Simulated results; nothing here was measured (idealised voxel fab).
The process module presented herein is designated voxel double patterning.
Cross-section cut: width 265 nm, square cells of 5 nm.
In this document a cross-section is written as a grid of square cells. It is given as a series of bands, listed from the top down, and a band is one or more rows of cells.
Each band's line starts with the height of the band's top and of its bottom, in nm. Then come its materials from left to right, each with its width in nm. One material with "edge to edge" fills the band from edge to edge. "blank" is empty space.
It should be noted that heights are counted from 0, beneath which the wafer as supplied is of one material throughout, and that the lowest band possesses no lower boundary but continues downward, as written in "top 0, no bottom".
It should be noted that a width expressed as "30..40" varies in equal increments from row to row of cells within the band, taking the value of the first number at the top row and that of the second number at the bottom row.
"nothing got changed", as given for a step, is the statement that not any cell of the cross-section underwent a change during that step.
The entry titled "Enclosed void list" provides the empty spaces that have no open way to the top, restricted to those of 8 cells or more. Each is presented as width x height at distance, the distance being measured from the left edge, with all three in nm.
That trailing text on a step's line, after the settings, is the simulator's own remark on the step.
What "overlay nm" on a step's line means: if the step has a mask, that mask lay this far to the right of its planned place, or, when the value is negative, to the left.
The remainder of this document consists of a sequence of paired cross-sections. Each pair presents the cross-section prior to one process step together with the cross-section following it, the latter being rendered only as deep as the lowest band that underwent change. The intervening step, together with its settings, is stated beneath each pair. Because the pairs may originate from different runs of this module on the same starting wafer, a given pair is to be read as continuing from the preceding pair only where its entry headed "Preceding state" so indicates.
**Preceding state**
  top 0, no bottom | Si edge to edge
  Enclosed void list: none
**Post-Step Cross-Section**
  top 10, bottom 0 | SiO2 edge to edge
  Lower than 0, everything is as it was.
  Enclosed void list: none
Applied between the two views above: CONFORMAL_DEP [material SiO2] [thk nm 10]
Preceding state: the wafer arrives at this step looking as the after cross-section in the pair just above shows it.
**Post-Step Cross-Section**
  top 20, bottom 10 | polySi edge to edge
  Lower than 10, everything is as it was.
  Enclosed void list: none
Applied between the two views above: DIRECTIONAL_DEP [material polySi] [thk nm 10]
Preceding state: the wafer arrives at this step looking as the after cross-section in the pair just above shows it.
**Post-Step Cross-Section**
  top 25, bottom 20 | SiCN edge to edge
  Lower than 20, everything is as it was.
  Enclosed void list: none
Applied between the two views above: DIRECTIONAL_DEP [material SiCN] [thk nm 5]
Preceding state: the wafer arrives at this step looking as the after cross-section in the pair just above shows it.
**Post-Step Cross-Section**
  top 40, bottom 25 | aC edge to edge
  Lower than 25, everything is as it was.
  Enclosed void list: none
Applied between the two views above: DIRECTIONAL_DEP [material aC] [thk nm 15]
Preceding state: the wafer arrives at this step looking as the after cross-section in the pair just above shows it.
**Post-Step Cross-Section**
  top 70, bottom 40 | resist 100, blank 15, resist 35, blank 15, resist 100
  Lower than 40, everything is as it was.
  Enclosed void list: none
Applied between the two views above: PATTERN [tone open] [mask id FIRST] [material resist] [width nm 15] [pitch nm 50] [thk nm 30] [overlay nm 0]
Preceding state: the wafer arrives at this step looking as the after cross-section in the pair just above shows it.
**Post-Step Cross-Section**
  top 55, bottom 40 | resist 100, blank 15, resist 35, blank 15, resist 100
  top 40, bottom 25 | aC 100, blank 15, aC 35, blank 15, aC 100
  Lower than 25, everything is as it was.
  Enclosed void list: none
Applied between the two views above: DIRECTIONAL_ETCH [etch materials aC] [depth nm 15]
Preceding state: the wafer arrives at this step looking as the after cross-section in the pair just above shows it.
**Post-Step Cross-Section**
  top 40, bottom 25 | aC 100, blank 15, aC 35, blank 15, aC 100
  Lower than 25, everything is as it was.
  Enclosed void list: none
Applied between the two views above: STRIP [etch materials resist]
Preceding state: the wafer arrives at this step looking as the after cross-section in the pair just above shows it.
**Post-Step Cross-Section**
  top 40, bottom 25 | aC 100, blank 15, aC 35, blank 15, aC 100
  top 25, bottom 20 | SiCN 100, blank 15, SiCN 35, blank 15, SiCN 100
  Lower than 20, everything is as it was.
  Enclosed void list: none
Applied between the two views above: DIRECTIONAL_ETCH [etch materials SiCN] [depth nm 5]
Preceding state: the wafer arrives at this step looking as the after cross-section in the pair just above shows it.
**Post-Step Cross-Section**
  top 25, bottom 20 | SiCN 100, blank 15, SiCN 35, blank 15, SiCN 100
  Lower than 20, everything is as it was.
  Enclosed void list: none
Applied between the two views above: STRIP [etch materials aC]
Preceding state: the wafer arrives at this step looking as the after cross-section in the pair just above shows it.
**Post-Step Cross-Section**
  top 40, bottom 25 | resist 125, blank 15, resist 125
  top 25, bottom 20 | SiCN 100, resist 15, SiCN 35, resist 15, SiCN 100
  Lower than 20, everything is as it was.
  Enclosed void list: none
Applied between the two views above: PATTERN [tone open] [mask id SECOND] [material resist] [width nm 15] [thk nm 15] [overlay nm 0]
Preceding state: the wafer arrives at this step looking as the after cross-section in the pair just above shows it.
**Post-Step Cross-Section**
  top 40, bottom 25 | resist 125, blank 15, resist 125
  top 25, bottom 20 | SiCN 100, resist 15, SiCN 10, blank 15, SiCN 10, resist 15, SiCN 100
  Lower than 20, everything is as it was.
  Enclosed void list: none
Applied between the two views above: DIRECTIONAL_ETCH [etch materials SiCN] [depth nm 5]
Preceding state: the wafer arrives at this step looking as the after cross-section in the pair just above shows it.
**Post-Step Cross-Section**
  top 25, bottom 20 | SiCN 100, blank 15, SiCN 10, blank 15, SiCN 10, blank 15, SiCN 100
  Lower than 20, everything is as it was.
  Enclosed void list: none
Applied between the two views above: STRIP [etch materials resist]
Preceding state: the wafer arrives at this step looking as the after cross-section in the pair just above shows it.
**Post-Step Cross-Section**
  top 25, bottom 20 | SiCN 100, blank 15, SiCN 10, blank 15, SiCN 10, blank 15, SiCN 100
  top 20, bottom 10 | polySi 100, blank 15, polySi 10, blank 15, polySi 10, blank 15, polySi 100
  Lower than 10, everything is as it was.
  Enclosed void list: none
Applied between the two views above: DIRECTIONAL_ETCH [etch materials polySi] [depth nm 10]
Preceding state: the wafer arrives at this step looking as the after cross-section in the pair just above shows it.
**Post-Step Cross-Section**
  top 20, bottom 10 | polySi 100, blank 15, polySi 10, blank 15, polySi 10, blank 15, polySi 100
  Lower than 10, everything is as it was.
  Enclosed void list: none
Applied between the two views above: STRIP [etch materials SiCN]
**Preceding state**
  top 0, no bottom | Si edge to edge
  Enclosed void list: none
**Post-Step Cross-Section**
  top 10, bottom 0 | polySi edge to edge
  Lower than 0, everything is as it was.
  Enclosed void list: none
Applied between the two views above: DIRECTIONAL_DEP [material polySi] [thk nm 10]
Preceding state: the wafer arrives at this step looking as the after cross-section in the pair just above shows it.
**Post-Step Cross-Section**
  top 15, bottom 10 | SiCN edge to edge
  Lower than 10, everything is as it was.
  Enclosed void list: none
Applied between the two views above: DIRECTIONAL_DEP [material SiCN] [thk nm 5]
Preceding state: the wafer arrives at this step looking as the after cross-section in the pair just above shows it.
**Post-Step Cross-Section**
  top 30, bottom 15 | aC edge to edge
  Lower than 15, everything is as it was.
  Enclosed void list: none
Applied between the two views above: DIRECTIONAL_DEP [material aC] [thk nm 15]
Preceding state: the wafer arrives at this step looking as the after cross-section in the pair just above shows it.
**Post-Step Cross-Section**
  top 60, bottom 30 | resist 100, blank 15, resist 35, blank 15, resist 100
  Lower than 30, everything is as it was.
  Enclosed void list: none
Applied between the two views above: PATTERN [tone open] [mask id FIRST] [material resist] [width nm 15] [pitch nm 50] [thk nm 30] [overlay nm 0]
Preceding state: the wafer arrives at this step looking as the after cross-section in the pair just above shows it.
**Post-Step Cross-Section**
  top 45, bottom 30 | resist 100, blank 15, resist 35, blank 15, resist 100
  top 30, bottom 15 | aC 100, blank 15, aC 35, blank 15, aC 100
  Lower than 15, everything is as it was.
  Enclosed void list: none
Applied between the two views above: DIRECTIONAL_ETCH [etch materials aC] [depth nm 15]
Preceding state: the wafer arrives at this step looking as the after cross-section in the pair just above shows it.
**Post-Step Cross-Section**
  top 30, bottom 15 | aC 100, blank 15, aC 35, blank 15, aC 100
  Lower than 15, everything is as it was.
  Enclosed void list: none
Applied between the two views above: STRIP [etch materials resist]
Preceding state: the wafer arrives at this step looking as the after cross-section in the pair just above shows it.
**Post-Step Cross-Section**
  top 30, bottom 15 | aC 100, blank 15, aC 35, blank 15, aC 100
  top 15, bottom 10 | SiCN 100, blank 15, SiCN 35, blank 15, SiCN 100
  Lower than 10, everything is as it was.
  Enclosed void list: none
Applied between the two views above: DIRECTIONAL_ETCH [etch materials SiCN] [depth nm 5]
Preceding state: the wafer arrives at this step looking as the after cross-section in the pair just above shows it.
**Post-Step Cross-Section**
  top 15, bottom 10 | SiCN 100, blank 15, SiCN 35, blank 15, SiCN 100
  Lower than 10, everything is as it was.
  Enclosed void list: none
Applied between the two views above: STRIP [etch materials aC]
Preceding state: the wafer arrives at this step looking as the after cross-section in the pair just above shows it.
**Post-Step Cross-Section**
  top 30, bottom 15 | resist 125, blank 15, resist 125
  top 15, bottom 10 | SiCN 100, resist 15, SiCN 35, resist 15, SiCN 100
  Lower than 10, everything is as it was.
  Enclosed void list: none
Applied between the two views above: PATTERN [tone open] [mask id SECOND] [material resist] [width nm 15] [thk nm 15] [overlay nm 0]
Preceding state: the wafer arrives at this step looking as the after cross-section in the pair just above shows it.
**Post-Step Cross-Section**
  top 30, bottom 15 | resist 125, blank 15, resist 125
  top 15, bottom 10 | SiCN 100, resist 15, SiCN 10, blank 15, SiCN 10, resist 15, SiCN 100
  Lower than 10, everything is as it was.
  Enclosed void list: none
Applied between the two views above: DIRECTIONAL_ETCH [etch materials SiCN] [depth nm 5]
Preceding state: the wafer arrives at this step looking as the after cross-section in the pair just above shows it.
**Post-Step Cross-Section**
  top 15, bottom 10 | SiCN 100, blank 15, SiCN 10, blank 15, SiCN 10, blank 15, SiCN 100
  Lower than 10, everything is as it was.
  Enclosed void list: none
Applied between the two views above: STRIP [etch materials resist]
Preceding state: the wafer arrives at this step looking as the after cross-section in the pair just above shows it.
**Post-Step Cross-Section**
  top 15, bottom 10 | SiCN 100, blank 15, SiCN 10, blank 15, SiCN 10, blank 15, SiCN 100
  top 10, bottom 0 | polySi 100, blank 15, polySi 10, blank 15, polySi 10, blank 15, polySi 100
  Lower than 0, everything is as it was.
  Enclosed void list: none
Applied between the two views above: DIRECTIONAL_ETCH [etch materials polySi] [depth nm 10]
Preceding state: the wafer arrives at this step looking as the after cross-section in the pair just above shows it.
**Post-Step Cross-Section**
  top 10, bottom 0 | polySi 100, blank 15, polySi 10, blank 15, polySi 10, blank 15, polySi 100
  Lower than 0, everything is as it was.
  Enclosed void list: none
Applied between the two views above: STRIP [etch materials SiCN]
**Preceding state**
  top 55, bottom 40 | resist 100, blank 15, resist 35, blank 15, resist 100
  top 40, bottom 25 | aC 100, blank 15, aC 35, blank 15, aC 100
  top 25, bottom 20 | SiCN edge to edge
  top 20, bottom 10 | polySi edge to edge
  top 10, bottom 0 | SiO2 edge to edge
  top 0, no bottom | Si edge to edge
  Enclosed void list: none
**Post-Step Cross-Section**
  top 40, bottom 25 | aC 100, blank 15, aC 35, blank 15, aC 100
  Lower than 25, everything is as it was.
  Enclosed void list: none
Applied between the two views above: DIRECTIONAL_ETCH [etch materials aC] [depth nm 15]
**Preceding state**
  top 10, bottom 0 | polySi edge to edge
  top 0, no bottom | Si edge to edge
  Enclosed void list: none
**Post-Step Cross-Section**
  top 20, bottom 10 | SiO2 edge to edge
  Lower than 10, everything is as it was.
  Enclosed void list: none
Applied between the two views above: CONFORMAL_DEP [material SiO2] [thk nm 10]
Preceding state: the wafer arrives at this step looking as the after cross-section in the pair just above shows it.
**Post-Step Cross-Section**
  top 25, bottom 20 | SiCN edge to edge
  Lower than 20, everything is as it was.
  Enclosed void list: none
Applied between the two views above: DIRECTIONAL_DEP [material SiCN] [thk nm 5]
Preceding state: the wafer arrives at this step looking as the after cross-section in the pair just above shows it.
**Post-Step Cross-Section**
  top 40, bottom 25 | aC edge to edge
  Lower than 25, everything is as it was.
  Enclosed void list: none
Applied between the two views above: DIRECTIONAL_DEP [material aC] [thk nm 15]
Preceding state: the wafer arrives at this step looking as the after cross-section in the pair just above shows it.
**Post-Step Cross-Section**
  top 70, bottom 40 | resist 100, blank 15, resist 35, blank 15, resist 100
  Lower than 40, everything is as it was.
  Enclosed void list: none
Applied between the two views above: PATTERN [tone open] [mask id FIRST] [material resist] [width nm 15] [pitch nm 50] [thk nm 30] [overlay nm 0]
Preceding state: the wafer arrives at this step looking as the after cross-section in the pair just above shows it.
**Post-Step Cross-Section**
  top 55, bottom 40 | resist 100, blank 15, resist 35, blank 15, resist 100
  top 40, bottom 25 | aC 100, blank 15, aC 35, blank 15, aC 100
  Lower than 25, everything is as it was.
  Enclosed void list: none
Applied between the two views above: DIRECTIONAL_ETCH [etch materials aC] [depth nm 15]
Preceding state: the wafer arrives at this step looking as the after cross-section in the pair just above shows it.
**Post-Step Cross-Section**
  top 40, bottom 25 | aC 100, blank 15, aC 35, blank 15, aC 100
  Lower than 25, everything is as it was.
  Enclosed void list: none
Applied between the two views above: STRIP [etch materials resist]
Preceding state: the wafer arrives at this step looking as the after cross-section in the pair just above shows it.
**Post-Step Cross-Section**
  top 40, bottom 25 | aC 100, blank 15, aC 35, blank 15, aC 100
  top 25, bottom 20 | SiCN 100, blank 15, SiCN 35, blank 15, SiCN 100
  Lower than 20, everything is as it was.
  Enclosed void list: none
Applied between the two views above: DIRECTIONAL_ETCH [etch materials SiCN] [depth nm 5]
Preceding state: the wafer arrives at this step looking as the after cross-section in the pair just above shows it.
**Post-Step Cross-Section**
  top 25, bottom 20 | SiCN 100, blank 15, SiCN 35, blank 15, SiCN 100
  Lower than 20, everything is as it was.
  Enclosed void list: none
Applied between the two views above: STRIP [etch materials aC]
Preceding state: the wafer arrives at this step looking as the after cross-section in the pair just above shows it.
**Post-Step Cross-Section**
  top 40, bottom 25 | resist 125, blank 15, resist 125
  top 25, bottom 20 | SiCN 100, resist 15, SiCN 35, resist 15, SiCN 100
  Lower than 20, everything is as it was.
  Enclosed void list: none
Applied between the two views above: PATTERN [tone open] [mask id SECOND] [material resist] [width nm 15] [thk nm 15] [overlay nm 0]
Preceding state: the wafer arrives at this step looking as the after cross-section in the pair just above shows it.
**Post-Step Cross-Section**
  top 40, bottom 25 | resist 125, blank 15, resist 125
  top 25, bottom 20 | SiCN 100, resist 15, SiCN 10, blank 15, SiCN 10, resist 15, SiCN 100
  Lower than 20, everything is as it was.
  Enclosed void list: none
Applied between the two views above: DIRECTIONAL_ETCH [etch materials SiCN] [depth nm 5]
Preceding state: the wafer arrives at this step looking as the after cross-section in the pair just above shows it.
**Post-Step Cross-Section**
  top 25, bottom 20 | SiCN 100, blank 15, SiCN 10, blank 15, SiCN 10, blank 15, SiCN 100
  Lower than 20, everything is as it was.
  Enclosed void list: none
Applied between the two views above: STRIP [etch materials resist]
Preceding state: the wafer arrives at this step looking as the after cross-section in the pair just above shows it.
**Post-Step Cross-Section**
  top 20, bottom 10 | SiO2 edge to edge
  Lower than 10, everything is as it was.
  Enclosed void list: none
Applied between the two views above: STRIP [etch materials SiCN]
**Preceding state**
  top 10, bottom 0 | SiO2 edge to edge
  top 0, no bottom | Si edge to edge
  Enclosed void list: none
**Post-Step Cross-Section**
  top 25, bottom 10 | polySi edge to edge
  Lower than 10, everything is as it was.
  Enclosed void list: none
Applied between the two views above: DIRECTIONAL_DEP [material polySi] [thk nm 15]
Preceding state: the wafer arrives at this step looking as the after cross-section in the pair just above shows it.
**Post-Step Cross-Section**
  top 30, bottom 25 | SiCN edge to edge
  Lower than 25, everything is as it was.
  Enclosed void list: none
Applied between the two views above: DIRECTIONAL_DEP [material SiCN] [thk nm 5]
Preceding state: the wafer arrives at this step looking as the after cross-section in the pair just above shows it.
**Post-Step Cross-Section**
  top 45, bottom 30 | aC edge to edge
  Lower than 30, everything is as it was.
  Enclosed void list: none
Applied between the two views above: DIRECTIONAL_DEP [material aC] [thk nm 15]
Preceding state: the wafer arrives at this step looking as the after cross-section in the pair just above shows it.
**Post-Step Cross-Section**
  top 75, bottom 45 | resist 100, blank 15, resist 35, blank 15, resist 100
  Lower than 45, everything is as it was.
  Enclosed void list: none
Applied between the two views above: PATTERN [tone open] [mask id FIRST] [material resist] [width nm 15] [pitch nm 50] [thk nm 30] [overlay nm 0]
Preceding state: the wafer arrives at this step looking as the after cross-section in the pair just above shows it.
**Post-Step Cross-Section**
  top 60, bottom 45 | resist 100, blank 15, resist 35, blank 15, resist 100
  top 45, bottom 30 | aC 100, blank 15, aC 35, blank 15, aC 100
  Lower than 30, everything is as it was.
  Enclosed void list: none
Applied between the two views above: DIRECTIONAL_ETCH [etch materials aC] [depth nm 15]
Preceding state: the wafer arrives at this step looking as the after cross-section in the pair just above shows it.
**Post-Step Cross-Section**
  top 45, bottom 30 | aC 100, blank 15, aC 35, blank 15, aC 100
  Lower than 30, everything is as it was.
  Enclosed void list: none
Applied between the two views above: STRIP [etch materials resist]
Preceding state: the wafer arrives at this step looking as the after cross-section in the pair just above shows it.
**Post-Step Cross-Section**
  top 45, bottom 30 | aC 100, blank 15, aC 35, blank 15, aC 100
  top 30, bottom 25 | SiCN 100, blank 15, SiCN 35, blank 15, SiCN 100
  Lower than 25, everything is as it was.
  Enclosed void list: none
Applied between the two views above: DIRECTIONAL_ETCH [etch materials SiCN] [depth nm 5]
Preceding state: the wafer arrives at this step looking as the after cross-section in the pair just above shows it.
**Post-Step Cross-Section**
  top 30, bottom 25 | SiCN 100, blank 15, SiCN 35, blank 15, SiCN 100
  Lower than 25, everything is as it was.
  Enclosed void list: none
Applied between the two views above: STRIP [etch materials aC]
Preceding state: the wafer arrives at this step looking as the after cross-section in the pair just above shows it.
**Post-Step Cross-Section**
  top 45, bottom 30 | resist 125, blank 15, resist 125
  top 30, bottom 25 | SiCN 100, resist 15, SiCN 35, resist 15, SiCN 100
  Lower than 25, everything is as it was.
  Enclosed void list: none
Applied between the two views above: PATTERN [tone open] [mask id SECOND] [material resist] [width nm 15] [thk nm 15] [overlay nm 0]
Preceding state: the wafer arrives at this step looking as the after cross-section in the pair just above shows it.
**Post-Step Cross-Section**
  top 45, bottom 30 | resist 125, blank 15, resist 125
  top 30, bottom 25 | SiCN 100, resist 15, SiCN 10, blank 15, SiCN 10, resist 15, SiCN 100
  Lower than 25, everything is as it was.
  Enclosed void list: none
Applied between the two views above: DIRECTIONAL_ETCH [etch materials SiCN] [depth nm 5]
Preceding state: the wafer arrives at this step looking as the after cross-section in the pair just above shows it.
**Post-Step Cross-Section**
  top 30, bottom 25 | SiCN 100, blank 15, SiCN 10, blank 15, SiCN 10, blank 15, SiCN 100
  Lower than 25, everything is as it was.
  Enclosed void list: none
Applied between the two views above: STRIP [etch materials resist]
Preceding state: the wafer arrives at this step looking as the after cross-section in the pair just above shows it.
**Post-Step Cross-Section**
  top 30, bottom 25 | SiCN 100, blank 15, SiCN 10, blank 15, SiCN 10, blank 15, SiCN 100
  top 25, bottom 15 | polySi 100, blank 15, polySi 10, blank 15, polySi 10, blank 15, polySi 100
  Lower than 15, everything is as it was.
  Enclosed void list: none
Applied between the two views above: DIRECTIONAL_ETCH [etch materials polySi] [depth nm 10]
Preceding state: the wafer arrives at this step looking as the after cross-section in the pair just above shows it.
**Post-Step Cross-Section**
  top 25, bottom 15 | polySi 100, blank 15, polySi 10, blank 15, polySi 10, blank 15, polySi 100
  Lower than 15, everything is as it was.
  Enclosed void list: none
Applied between the two views above: STRIP [etch materials SiCN]
**Preceding state**
  top 25, bottom 20 | SiCN 100, blank 15, SiCN 35, blank 15, SiCN 100
  top 20, bottom 10 | polySi edge to edge
  top 10, bottom 0 | SiO2 edge to edge
  top 0, no bottom | Si edge to edge
  Enclosed void list: none
**Post-Step Cross-Section**
  top 40, bottom 25 | resist 125, blank 20, resist 120
  top 25, bottom 20 | SiCN 100, resist 15, SiCN 35, resist 15, SiCN 100
  Lower than 20, everything is as it was.
  Enclosed void list: none
Applied between the two views above: PATTERN [tone open] [mask id SECOND] [material resist] [width nm 20] [thk nm 15] [overlay nm 0]
Preceding state: the wafer arrives at this step looking as the after cross-section in the pair just above shows it.
**Post-Step Cross-Section**
  top 40, bottom 25 | resist 125, blank 20, resist 120
  top 25, bottom 20 | SiCN 100, resist 15, SiCN 10, blank 20, SiCN 5, resist 15, SiCN 100
  Lower than 20, everything is as it was.
  Enclosed void list: none
Applied between the two views above: DIRECTIONAL_ETCH [etch materials SiCN] [depth nm 5]
Preceding state: the wafer arrives at this step looking as the after cross-section in the pair just above shows it.
**Post-Step Cross-Section**
  top 25, bottom 20 | SiCN 100, blank 15, SiCN 10, blank 20, SiCN 5, blank 15, SiCN 100
  Lower than 20, everything is as it was.
  Enclosed void list: none
Applied between the two views above: STRIP [etch materials resist]
Preceding state: the wafer arrives at this step looking as the after cross-section in the pair just above shows it.
**Post-Step Cross-Section**
  top 25, bottom 20 | SiCN 100, blank 15, SiCN 10, blank 20, SiCN 5, blank 15, SiCN 100
  top 20, bottom 10 | polySi 100, blank 15, polySi 10, blank 20, polySi 5, blank 15, polySi 100
  Lower than 10, everything is as it was.
  Enclosed void list: none
Applied between the two views above: DIRECTIONAL_ETCH [etch materials polySi] [depth nm 10]
Preceding state: the wafer arrives at this step looking as the after cross-section in the pair just above shows it.
**Post-Step Cross-Section**
  top 20, bottom 10 | polySi 100, blank 15, polySi 10, blank 20, polySi 5, blank 15, polySi 100
  Lower than 10, everything is as it was.
  Enclosed void list: none
Applied between the two views above: STRIP [etch materials SiCN]
**Preceding state**
  top 40, bottom 25 | aC edge to edge
  top 25, bottom 20 | SiCN edge to edge
  top 20, bottom 10 | polySi edge to edge
  top 10, bottom 0 | SiO2 edge to edge
  top 0, no bottom | Si edge to edge
  Enclosed void list: none
**Post-Step Cross-Section**
  top 70, bottom 40 | resist 110, blank 15, resist 35, blank 15, resist 90
  Lower than 40, everything is as it was.
  Enclosed void list: none
Applied between the two views above: PATTERN [tone open] [mask id FIRST] [material resist] [width nm 15] [pitch nm 50] [thk nm 30] [overlay nm 10]
Preceding state: the wafer arrives at this step looking as the after cross-section in the pair just above shows it.
**Post-Step Cross-Section**
  top 55, bottom 40 | resist 110, blank 15, resist 35, blank 15, resist 90
  top 40, bottom 25 | aC 110, blank 15, aC 35, blank 15, aC 90
  Lower than 25, everything is as it was.
  Enclosed void list: none
Applied between the two views above: DIRECTIONAL_ETCH [etch materials aC] [depth nm 15]
Preceding state: the wafer arrives at this step looking as the after cross-section in the pair just above shows it.
**Post-Step Cross-Section**
  top 40, bottom 25 | aC 110, blank 15, aC 35, blank 15, aC 90
  Lower than 25, everything is as it was.
  Enclosed void list: none
Applied between the two views above: STRIP [etch materials resist]
Preceding state: the wafer arrives at this step looking as the after cross-section in the pair just above shows it.
**Post-Step Cross-Section**
  top 40, bottom 25 | aC 110, blank 15, aC 35, blank 15, aC 90
  top 25, bottom 20 | SiCN 110, blank 15, SiCN 35, blank 15, SiCN 90
  Lower than 20, everything is as it was.
  Enclosed void list: none
Applied between the two views above: DIRECTIONAL_ETCH [etch materials SiCN] [depth nm 5]
Preceding state: the wafer arrives at this step looking as the after cross-section in the pair just above shows it.
**Post-Step Cross-Section**
  top 25, bottom 20 | SiCN 110, blank 15, SiCN 35, blank 15, SiCN 90
  Lower than 20, everything is as it was.
  Enclosed void list: none
Applied between the two views above: STRIP [etch materials aC]
Preceding state: the wafer arrives at this step looking as the after cross-section in the pair just above shows it.
**Post-Step Cross-Section**
  top 40, bottom 25 | resist 125, blank 15, resist 125
  top 25, bottom 20 | SiCN 110, resist 15, SiCN 35, resist 15, SiCN 90
  Lower than 20, everything is as it was.
  Enclosed void list: none
Applied between the two views above: PATTERN [tone open] [mask id SECOND] [material resist] [width nm 15] [thk nm 15] [overlay nm 0]
Preceding state: the wafer arrives at this step looking as the after cross-section in the pair just above shows it.
**Post-Step Cross-Section**
  top 40, bottom 25 | resist 125, blank 15, resist 125
  top 25, bottom 20 | SiCN 110, resist 15, blank 15, SiCN 20, resist 15, SiCN 90
  Lower than 20, everything is as it was.
  Enclosed void list: none
Applied between the two views above: DIRECTIONAL_ETCH [etch materials SiCN] [depth nm 5]
Preceding state: the wafer arrives at this step looking as the after cross-section in the pair just above shows it.
**Post-Step Cross-Section**
  top 25, bottom 20 | SiCN 110, blank 30, SiCN 20, blank 15, SiCN 90
  Lower than 20, everything is as it was.
  Enclosed void list: none
Applied between the two views above: STRIP [etch materials resist]
Preceding state: the wafer arrives at this step looking as the after cross-section in the pair just above shows it.
**Post-Step Cross-Section**
  top 25, bottom 20 | SiCN 110, blank 30, SiCN 20, blank 15, SiCN 90
  top 20, bottom 10 | polySi 110, blank 30, polySi 20, blank 15, polySi 90
  Lower than 10, everything is as it was.
  Enclosed void list: none
Applied between the two views above: DIRECTIONAL_ETCH [etch materials polySi] [depth nm 10]
Preceding state: the wafer arrives at this step looking as the after cross-section in the pair just above shows it.
**Post-Step Cross-Section**
  top 20, bottom 10 | polySi 110, blank 30, polySi 20, blank 15, polySi 90
  Lower than 10, everything is as it was.
  Enclosed void list: none
Applied between the two views above: STRIP [etch materials SiCN]
**Preceding state**
  top 25, bottom 20 | SiCN edge to edge
  top 20, bottom 10 | polySi edge to edge
  top 10, bottom 0 | SiO2 edge to edge
  top 0, no bottom | Si edge to edge
  Enclosed void list: none
**Post-Step Cross-Section**
  top 40, bottom 25 | SiO2 edge to edge
  Lower than 25, everything is as it was.
  Enclosed void list: none
Applied between the two views above: DIRECTIONAL_DEP [material SiO2] [thk nm 15]
Preceding state: the wafer arrives at this step looking as the after cross-section in the pair just above shows it.
**Post-Step Cross-Section**
  top 70, bottom 40 | resist 100, blank 15, resist 35, blank 15, resist 100
  Lower than 40, everything is as it was.
  Enclosed void list: none
Applied between the two views above: PATTERN [tone open] [mask id FIRST] [material resist] [width nm 15] [pitch nm 50] [thk nm 30] [overlay nm 0]
Preceding state: the wafer arrives at this step looking as the after cross-section in the pair just above shows it.
**Post-Step Cross-Section**
  top 55, bottom 40 | resist 100, blank 15, resist 35, blank 15, resist 100
  Lower than 40, everything is as it was.
  Enclosed void list: none
Applied between the two views above: DIRECTIONAL_ETCH [etch materials aC] [depth nm 15]
Preceding state: the wafer arrives at this step looking as the after cross-section in the pair just above shows it.
**Post-Step Cross-Section**
  top 40, bottom 25 | SiO2 edge to edge
  Lower than 25, everything is as it was.
  Enclosed void list: none
Applied between the two views above: STRIP [etch materials resist]
Preceding state: the wafer arrives at this step looking as the after cross-section in the pair just above shows it.
**Post-Step Cross-Section**
  top 55, bottom 40 | resist 125, blank 15, resist 125
  Lower than 40, everything is as it was.
  Enclosed void list: none
Applied between the two views above: PATTERN [tone open] [mask id SECOND] [material resist] [width nm 15] [thk nm 15] [overlay nm 0]
Preceding state: the wafer arrives at this step looking as the after cross-section in the pair just above shows it.
**Post-Step Cross-Section**
  top 40, bottom 25 | SiO2 edge to edge
  Lower than 25, everything is as it was.
  Enclosed void list: none
Applied between the two views above: STRIP [etch materials resist]
**Preceding state**
  top 25, bottom 20 | SiCN 100, blank 15, SiCN 35, blank 15, SiCN 100
  top 20, bottom 10 | polySi edge to edge
  top 10, bottom 0 | SiO2 edge to edge
  top 0, no bottom | Si edge to edge
  Enclosed void list: none
**Post-Step Cross-Section**
  top 40, bottom 25 | blank 125, resist 15, blank 125
  Lower than 25, everything is as it was.
  Enclosed void list: none
Applied between the two views above: PATTERN [tone cover] [mask id SECOND] [material resist] [width nm 15] [thk nm 15] [overlay nm 0]
Preceding state: the wafer arrives at this step looking as the after cross-section in the pair just above shows it.
**Post-Step Cross-Section**
  top 40, bottom 25 | blank 125, resist 15, blank 125
  top 25, bottom 20 | blank 125, SiCN 15, blank 125
  Lower than 20, everything is as it was.
  Enclosed void list: none
Applied between the two views above: DIRECTIONAL_ETCH [etch materials SiCN] [depth nm 5]
Preceding state: the wafer arrives at this step looking as the after cross-section in the pair just above shows it.
**Post-Step Cross-Section**
  top 25, bottom 20 | blank 125, SiCN 15, blank 125
  Lower than 20, everything is as it was.
  Enclosed void list: none
Applied between the two views above: STRIP [etch materials resist]
Preceding state: the wafer arrives at this step looking as the after cross-section in the pair just above shows it.
**Post-Step Cross-Section**
  top 25, bottom 20 | blank 125, SiCN 15, blank 125
  top 20, bottom 10 | blank 125, polySi 15, blank 125
  Lower than 10, everything is as it was.
  Enclosed void list: none
Applied between the two views above: DIRECTIONAL_ETCH [etch materials polySi] [depth nm 10]
Preceding state: the wafer arrives at this step looking as the after cross-section in the pair just above shows it.
**Post-Step Cross-Section**
  top 20, bottom 10 | blank 125, polySi 15, blank 125
  Lower than 10, everything is as it was.
  Enclosed void list: none
Applied between the two views above: STRIP [etch materials SiCN]
